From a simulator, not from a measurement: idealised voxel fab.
Process module name: voxel ribs on slabs
This is section cut - it's 285 nm across, gridded in 5 nm square cells.
In this document a cross-section is written as a grid of square cells. It is given as a series of bands, listed from the top down, and a band is one or more rows of cells. Per band: top height and bottom height in nm, followed by the left-to-right materials and their widths in nm; "edge to edge" marks a single material spanning edge to edge, "empty" marks empty space. Basically, 0 is our baseline, since under it the wafer straight out of the box is all one material. The bottom band has no lower end and keeps on going down, so it looks like "top 0, no bottom". With a width like "30..40", each row of cells in the band differs from the next by the same amount, the top row carrying the first number and the bottom row the second. What does "left unchanged" mean for a step? It means no cell of the cross-section changed in that step. "Sealed void list" - sealed voids, min. 8 cells, no opening to top; format: width x height at distance (distance from left edge; nm throughout). Heads up: the bit after the settings on a step's line is the simulator's remark on that step. overlay nm: how far to the right of its planned place the mask lay on this masked step (negative: to the left).
Steps planned for the process
1 RECEIVE [material Si]
2 DIRECTIONAL_DEP [material SiO2] [thk nm 30]
3 DIRECTIONAL_DEP [material polySi] [thk nm 20]
4 PATTERN [tone cover] [mask id RIB] [material resist] [width nm 25] [thk nm 20] [overlay nm 0]
5 DIRECTIONAL_ETCH [etch materials polySi] [depth nm 5]
6 STRIP [etch materials resist]
7 DIRECTIONAL_DEP [material aC] [thk nm 10]
8 PATTERN [tone cover] [mask id SLAB] [material resist] [width nm 75] [thk nm 30] [overlay nm 0]
9 DIRECTIONAL_ETCH [etch materials aC] [depth nm 10]
10 STRIP [etch materials resist]
11 DIRECTIONAL_ETCH [etch materials polySi] [depth nm 15]
12 STRIP [etch materials aC]
13 FILL_DEP [material SiO2] [thk nm 25]
14 CMP [height nm 65]
15 DIRECTIONAL_DEP [material W] [thk nm 10]
16 MASKED_ETCH [tone cover] [mask id HEATER] [width nm 35] [etch materials W] [depth nm 10] [overlay nm 0]
17 CONFORMAL_DEP [material SiO2] [thk nm 5]
Concerning the first of two wafers, which was run in accordance with the plan
Here's what the wafer looked like in cross-section when it arrived - that's after step 1
- top 0, no bottom  Si edge to edge
- Sealed void list: none
State of the wafer after step 2, shown in cross-section
- top 30, bottom 0  SiO2 edge to edge
- Under the height 0 nothing was changed.
State of the wafer after step 3, shown in cross-section
- top 50, bottom 30  polySi edge to edge
- Under the height 30 nothing was changed.
State of the wafer after step 4, shown in cross-section
- top 70, bottom 50  empty 130 nm, resist 25 nm, empty 130 nm
- Under the height 50 nothing was changed.
State of the wafer after step 5, shown in cross-section
- top 70, bottom 50  empty 130 nm, resist 25 nm, empty 130 nm
- top 50, bottom 45  empty 130 nm, polySi 25 nm, empty 130 nm
- Under the height 45 nothing was changed.
State of the wafer after step 6, shown in cross-section
- top 50, bottom 45  empty 130 nm, polySi 25 nm, empty 130 nm
- Under the height 45 nothing was changed.
State of the wafer after step 7, shown in cross-section
- top 60, bottom 55  empty 130 nm, aC 25 nm, empty 130 nm
- top 55, bottom 50  aC edge to edge
- top 50, bottom 45  aC 130 nm, polySi 25 nm, aC 130 nm
- Under the height 45 nothing was changed.
State of the wafer after step 8, shown in cross-section
- top 90, bottom 60  empty 105 nm, resist 75 nm, empty 105 nm
- top 60, bottom 55  empty 105 nm, resist 25 nm, aC 25 nm, resist 25 nm, empty 105 nm
- Under the height 55 nothing was changed.
State of the wafer after step 9, shown in cross-section
- top 80, bottom 60  empty 105 nm, resist 75 nm, empty 105 nm
- top 60, bottom 55  empty 105 nm, resist 25 nm, aC 25 nm, resist 25 nm, empty 105 nm
- top 55, bottom 50  empty 105 nm, aC 75 nm, empty 105 nm
- top 50, bottom 45  empty 105 nm, aC 25 nm, polySi 25 nm, aC 25 nm, empty 105 nm
- Under the height 45 nothing was changed.
State of the wafer after step 10, shown in cross-section
- top 60, bottom 50  empty 130..105 nm, aC 25..75 nm, empty 130..105 nm
- Under the height 50 nothing was changed.
State of the wafer after step 11, shown in cross-section
- top 60, bottom 50  empty 130..105 nm, aC 25..75 nm, empty 130..105 nm
- top 50, bottom 45  empty 105 nm, aC 25 nm, polySi 25 nm, aC 25 nm, empty 105 nm
- top 45, bottom 30  empty 105 nm, polySi 75 nm, empty 105 nm
- Under the height 30 nothing was changed.
State of the wafer after step 12, shown in cross-section
- top 50, bottom 45  empty 130 nm, polySi 25 nm, empty 130 nm
- Under the height 45 nothing was changed.
State of the wafer after step 13, shown in cross-section
- top 75, bottom 50  SiO2 edge to edge
- top 50, bottom 45  SiO2 130 nm, polySi 25 nm, SiO2 130 nm
- top 45, bottom 30  SiO2 105 nm, polySi 75 nm, SiO2 105 nm
- Under the height 30 nothing was changed.
State of the wafer after step 14, shown in cross-section
- top 65, bottom 50  SiO2 edge to edge
- Under the height 50 nothing was changed.
State of the wafer after step 15, shown in cross-section
- top 75, bottom 65  W edge to edge
- Under the height 65 nothing was changed.
State of the wafer after step 16, shown in cross-section
- top 75, bottom 65  empty 125 nm, W 35 nm, empty 125 nm
- Under the height 65 nothing was changed.
State of the wafer after step 17, shown in cross-section
- top 80, bottom 75  empty 120 nm, SiO2 45 nm, empty 120 nm
- top 75, bottom 70  empty 120 nm, SiO2 5 nm, W 35 nm, SiO2 5 nm, empty 120 nm
- top 70, bottom 65  SiO2 125 nm, W 35 nm, SiO2 125 nm
- Under the height 65 nothing was changed.
Second of two: same start, same plan, one run error; steps up to and including 3 match the first
Cross-section of the second wafer corresponding to the planned conclusion of step 4
- top 70, bottom 50  resist 130 nm, empty 25 nm, resist 130 nm
- Under the height 50 nothing was changed.
Cross-section of the second wafer corresponding to the planned conclusion of step 5
- top 70, bottom 50  resist 130 nm, empty 25 nm, resist 130 nm
- top 50, bottom 45  polySi 130 nm, empty 25 nm, polySi 130 nm
- Under the height 45 nothing was changed.
Cross-section of the second wafer corresponding to the planned conclusion of step 6
- top 50, bottom 45  polySi 130 nm, empty 25 nm, polySi 130 nm
- Under the height 45 nothing was changed.
Cross-section of the second wafer corresponding to the planned conclusion of step 7
- top 60, bottom 55  aC 130 nm, empty 25 nm, aC 130 nm
- top 55, bottom 50  aC edge to edge
- top 50, bottom 45  polySi 130 nm, aC 25 nm, polySi 130 nm
- Under the height 45 nothing was changed.
Cross-section of the second wafer corresponding to the planned conclusion of step 8
- top 90, bottom 60  empty 105 nm, resist 75 nm, empty 105 nm
- top 60, bottom 55  aC 130 nm, resist 25 nm, aC 130 nm
- Under the height 55 nothing was changed.
Cross-section of the second wafer corresponding to the planned conclusion of step 9
- top 80, bottom 60  empty 105 nm, resist 75 nm, empty 105 nm
- top 60, bottom 55  empty 105 nm, aC 25 nm, resist 25 nm, aC 25 nm, empty 105 nm
- top 55, bottom 50  empty 105 nm, aC 75 nm, empty 105 nm
- Under the height 50 nothing was changed.
Cross-section of the second wafer corresponding to the planned conclusion of step 10
- top 60, bottom 55  empty 105 nm, aC 25 nm, empty 25 nm, aC 25 nm, empty 105 nm
- Under the height 55 nothing was changed.
Cross-section of the second wafer corresponding to the planned conclusion of step 11
- top 60, bottom 55  empty 105 nm, aC 25 nm, empty 25 nm, aC 25 nm, empty 105 nm
- top 55, bottom 50  empty 105 nm, aC 75 nm, empty 105 nm
- top 50, bottom 45  empty 105 nm, polySi 25 nm, aC 25 nm, polySi 25 nm, empty 105 nm
- top 45, bottom 35  empty 105 nm, polySi 75 nm, empty 105 nm
- Under the height 35 nothing was changed.
Cross-section of the second wafer corresponding to the planned conclusion of step 12
- top 50, bottom 45  empty 105 nm, polySi 25 nm, empty 25 nm, polySi 25 nm, empty 105 nm
- Under the height 45 nothing was changed.
Cross-section of the second wafer corresponding to the planned conclusion of step 13
- top 75, bottom 50  SiO2 edge to edge
- top 50, bottom 45  SiO2 105 nm, polySi 25 nm, SiO2 25 nm, polySi 25 nm, SiO2 105 nm
- top 45, bottom 35  SiO2 105 nm, polySi 75 nm, SiO2 105 nm
- Under the height 35 nothing was changed.
Cross-section of the second wafer corresponding to the planned conclusion of step 14
- top 65, bottom 50  SiO2 edge to edge
- Under the height 50 nothing was changed.
Cross-section of the second wafer corresponding to the planned conclusion of step 15
- top 75, bottom 65  W edge to edge
- Under the height 65 nothing was changed.
Cross-section of the second wafer corresponding to the planned conclusion of step 16
- top 75, bottom 65  empty 125 nm, W 35 nm, empty 125 nm
- Under the height 65 nothing was changed.
Cross-section of the second wafer corresponding to the planned conclusion of step 17
- top 80, bottom 75  empty 120 nm, SiO2 45 nm, empty 120 nm
- top 75, bottom 70  empty 120 nm, SiO2 5 nm, W 35 nm, SiO2 5 nm, empty 120 nm
- top 70, bottom 65  SiO2 125 nm, W 35 nm, SiO2 125 nm
- Under the height 65 nothing was changed.
Run error: not per plan at step 4, really ran PATTERN [tone open] [mask id RIB] [material resist] [width nm 25] [thk nm 20] [overlay nm 0]
Materials where the second wafer ends with more or fewer cells than the first: SiO2 -47, polySi +47
